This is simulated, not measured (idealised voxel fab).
process module | voxel double patterning
cross-section cut | 140 nm wide | cells 5 nm
A cross-section is a grid of square cells, given in bands from the top down. A band is one or more rows of cells.
Each band's line starts with the height of the band's top and of its bottom, in nm. Then come its materials from left to right, each with its width in nm. One material with "throughout" fills the band from edge to edge. "air" is empty space.
Height 0 is the level under which the wafer as received is all one material. The lowest band goes on downwards, as in "0 down".
A width such as "30 to 40" changes by the same amount from each row of cells to the next, from the band's top row to its bottom row.
"no change" after a step means that no cell of the cross-section changed.
closed voids: empty space of 8 cells or more with no open way to the top, each as width x height at its distance from the left edge, in nm
after a step's settings: what the simulator itself notes on the step
overlay nm, on a step with a mask: how far to the right of its planned place the mask lay; to the left if negative
plan
1 op RECEIVE | material Si
2 op CONFORMAL_DEP | material SiO2 | thk nm 5
3 op DIRECTIONAL_DEP | material W | thk nm 15
4 op DIRECTIONAL_DEP | material SiN | thk nm 5
5 op MASKED_ETCH | tone open | mask id FIRST | width nm 15 | pitch nm 50 | etch materials SiN | depth nm 5 | overlay nm 0
6 op MASKED_ETCH | tone open | mask id SECOND | width nm 15 | etch materials SiN | depth nm 5 | overlay nm 0
7 op DIRECTIONAL_ETCH | etch materials W | depth nm 15
8 op STRIP | etch materials SiN
first wafer, as planned
as received, after step 1
  0 down: Si throughout
  closed voids: none
after step 2
  5 to 0: SiO2 throughout
  below 0: unchanged
after step 3
  20 to 5: W throughout
  below 5: unchanged
after step 4
  25 to 20: SiN throughout
  below 20: unchanged
after step 5
  25 to 20: SiN 35 | air 15 | SiN 35 | air 15 | SiN 40
  below 20: unchanged
after step 6
  25 to 20: SiN 35 | air 15 | SiN 10 | air 15 | SiN 10 | air 15 | SiN 40
  below 20: unchanged
after step 7
  25 to 20: SiN 35 | air 15 | SiN 10 | air 15 | SiN 10 | air 15 | SiN 40
  20 to 5: W 35 | air 15 | W 10 | air 15 | W 10 | air 15 | W 40
  below 5: unchanged
after step 8
  20 to 5: W 35 | air 15 | W 10 | air 15 | W 10 | air 15 | W 40
  below 5: unchanged
second wafer: like start, like plan, one mistake. Through step 5 it matches the first wafer
when step 6 should have ended
  25 to 20: SiN 35 | air 15 | SiN 20 | air 30 | SiN 40
  below 20: unchanged
when step 7 should have ended
  25 to 20: SiN 35 | air 15 | SiN 20 | air 30 | SiN 40
  20 to 5: W 35 | air 15 | W 20 | air 30 | W 40
  below 5: unchanged
when step 8 should have ended
  20 to 5: W 35 | air 15 | W 20 | air 30 | W 40
  below 5: unchanged
what went wrong: step 6 ran as: op MASKED_ETCH | tone open | mask id SECOND | width nm 15 | etch materials SiN | depth nm 5 | overlay nm 10
at the end the second wafer has, in cells: as many of each material as the first, in other places
